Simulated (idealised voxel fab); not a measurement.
A process module follows: voxel lift off.
This is section cut - it's 150 nm across, gridded in 5 nm square cells.
Cross-section format: a grid of square cells, given as bands from top to bottom; each band is one or more rows of cells. For a band, the entry starts with two heights in nm, that of the top and then that of the bottom, and carries on with the band's materials in order from left to right, each alongside its width in nm; the word "edge to edge" beside a single material means it fills the band edge to edge, and "blank" means empty space. The level at which height equals 0 is the one under which the wafer, as it arrives, is entirely one material. No lower edge exists for the bottom band, which continues downward and is notated as in "from 0 down". With a width like "30->40", each row of cells in the band differs from the next by the same amount, the top row carrying the first number and the bottom row the second. Basically "no change" means that step didn't change any cell in the cross-section. For the entry "Sealed void listing", the listed items are empty spaces with no open way to the top whose size is 8 cells or more; each item follows the pattern width x height at distance, where distance is from the left edge and all three are in nm. On each step's line, the part that comes after the settings is the simulator's own comment on the step. When a step includes a mask, the "overlay nm" setting on its line states how far to the right of its planned place that mask lay, and negative values state how far to the left.
-- Process steps (planned)
- 1: RECEIVE with material Si
- 2: CONFORMAL_DEP with material SiO2, thk nm 15
- 3: PATTERN with tone open, mask id LINES, material resist, width nm 25, pitch nm 45, thk nm 20, overlay nm 0
- 4: DIRECTIONAL_DEP with material Ru, thk nm 5
- 5: STRIP with etch materials resist
- 6: CONFORMAL_DEP with material SiN, thk nm 5
-- Cross-section of the wafer as it came to us, i.e., already through step 1
from 0 down | Si edge to edge
Sealed void listing: none
-- End-of-module XS, first of two wafers, run as planned
from 25 to 20 | blank: 35  SiN: 35  blank: 10  SiN: 35  blank: 35
from 20 to 15 | SiN: 40  Ru: 25  SiN: 20  Ru: 25  SiN: 40
from 15 to 0 | SiO2 edge to edge
from 0 down | Si edge to edge
Sealed void listing: none
-- Wafer two cross-section, module end. Start and plan unchanged from wafer one; one mistake made during the run
from 25 to 20 | blank: 40  SiN: 25  blank: 20  SiN: 25  blank: 40
from 20 to 15 | SiN: 45  Ru: 15  SiN: 30  Ru: 15  SiN: 45
from 15 to 0 | SiO2 edge to edge
from 0 down | Si edge to edge
Sealed void listing: none
Misprocessing identified: rather than as planned, step 3 actually ran as PATTERN with tone open, mask id LINES, material resist, width nm 15, pitch nm 45, thk nm 20, overlay nm 0
Heads up, by the end the second wafer has more or fewer cells of some materials compared to the first: Ru -4
